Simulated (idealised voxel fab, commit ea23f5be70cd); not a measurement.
The following is a process module called voxel local oxidation.
Pictured: cross-section cut, 185 nm wide, on a grid of 5 nm square cells.
A cross-section is a grid of square cells, given in bands from the top down. A band is one or more rows of cells.
Basically the band line says how high the top is and how high the bottom is, in nm, and then what's in it from left to right, every material with its width in nm. Empty space shows up as "air", and if a single material carries "full width" it runs the full band edge to edge.
Convention: height 0 is the level below which the wafer, as received, is all one material. The lowest band does not terminate at the bottom but continues downward, represented as "z 0 and below".
Read "30 to 40" as a graded width: first number on top, second number at the bottom, same change between each pair of neighbouring rows.
"no modification" for a step: no cell of the cross-section changed in that step.
The entry "Enclosed void list" lists the empty spaces that cover at least 8 cells and have no open path to the top. Each is written as width x height at distance, where the distance is measured from the left edge and all three values are in nm.
Step line, after settings: the simulator's comment on this step.
Each step line may optionally specify "overlay nm", which for a step with a mask gives the rightward distance between the mask's planned place and where it lay, a negative value indicating the leftward direction.

HERE'S WHAT THE PLANNED PROCESS STEPS LOOK LIKE
1 RECEIVE, material Si
2 CONFORMAL_DEP, material SiO2, thk nm 5
3 CONFORMAL_DEP, material SiN, thk nm 10
4 MASKED_ETCH, tone cover, mask id ACTIVE, width nm 90, etch materials SiN, depth nm 10, overlay nm 0
5 SELECTIVE_ETCH, etch materials SiO2, depth nm 5
6 OXIDIZE, depth nm 10
7 STRIP, etch materials SiN

OF TWO WAFERS, THE FIRST: RUN ACCORDING TO PLAN

WAFER CROSS-SECTION ON RECEIPT, I.E. AFTER STEP 1
	z 0 and below  Si full width
	Enclosed void list: none

AFTER STEP 2, IN CROSS-SECTION
	z 5 to 0  SiO2 full width
	Rest of section, below 0: as before.

AFTER STEP 3, IN CROSS-SECTION
	z 15 to 5  SiN full width
	Rest of section, below 5: as before.

AFTER STEP 4, IN CROSS-SECTION
	z 15 to 5  air (45); SiN (90); air (50)
	Rest of section, below 5: as before.

AFTER STEP 5, IN CROSS-SECTION
	z 15 to 5  air (45); SiN (90); air (50)
	z 5 to 0  air (50); SiO2 (80); air (55)
	Rest of section, below 0: as before.

AFTER STEP 6, IN CROSS-SECTION
	z 15 to 5  air (45); SiN (90); air (50)
	z 5 to 0  air (50); SiO2 (80); air (55)
	z 0 to -10  SiO2 (60); Si (60); SiO2 (65)
	Rest of section, below -10: as before.

AFTER STEP 7, IN CROSS-SECTION
	z 5 to 0  air (50); SiO2 (80); air (55)
	Rest of section, below 0: as before.

THE SECOND WAFER BEGAN EXACTLY AS THE FIRST DID AND FOLLOWED THE SAME PLAN, BUT ONE MISTAKE WAS MADE WHILE RUNNING IT; THROUGH STEP 3 INCLUSIVE, THE TWO WAFERS ARE IDENTICAL

PLANNED END OF STEP 4: SECOND WAFER, CROSS-SECTION
	z 15 to 5  air (45); SiN (90); air (50)
	Rest of section, below 5: as before.

PLANNED END OF STEP 5: SECOND WAFER, CROSS-SECTION
	z 15 to 5  air (45); SiN (90); air (50)
	z 5 to 0  air (50); SiO2 (80); air (55)
	Rest of section, below 0: as before.

PLANNED END OF STEP 6: SECOND WAFER, CROSS-SECTION
	z 15 to 5  air (45); SiN (90); air (50)
	z 5 to 0  air (50); SiO2 (80); air (55)
	z 0 to -10  SiO2 (60); Si (60); SiO2 (65)
	Rest of section, below -10: as before.

PLANNED END OF STEP 7: SECOND WAFER, CROSS-SECTION
	z 5 to 0  air (50); SiO2 (80); air (55)
	Rest of section, below 0: as before.
The mistake made against the process plan was this: in the plan, step 4 was performed twice
Since the two wafers finish with cross-sections that are the same, nothing this model computes is changed by the mistake.
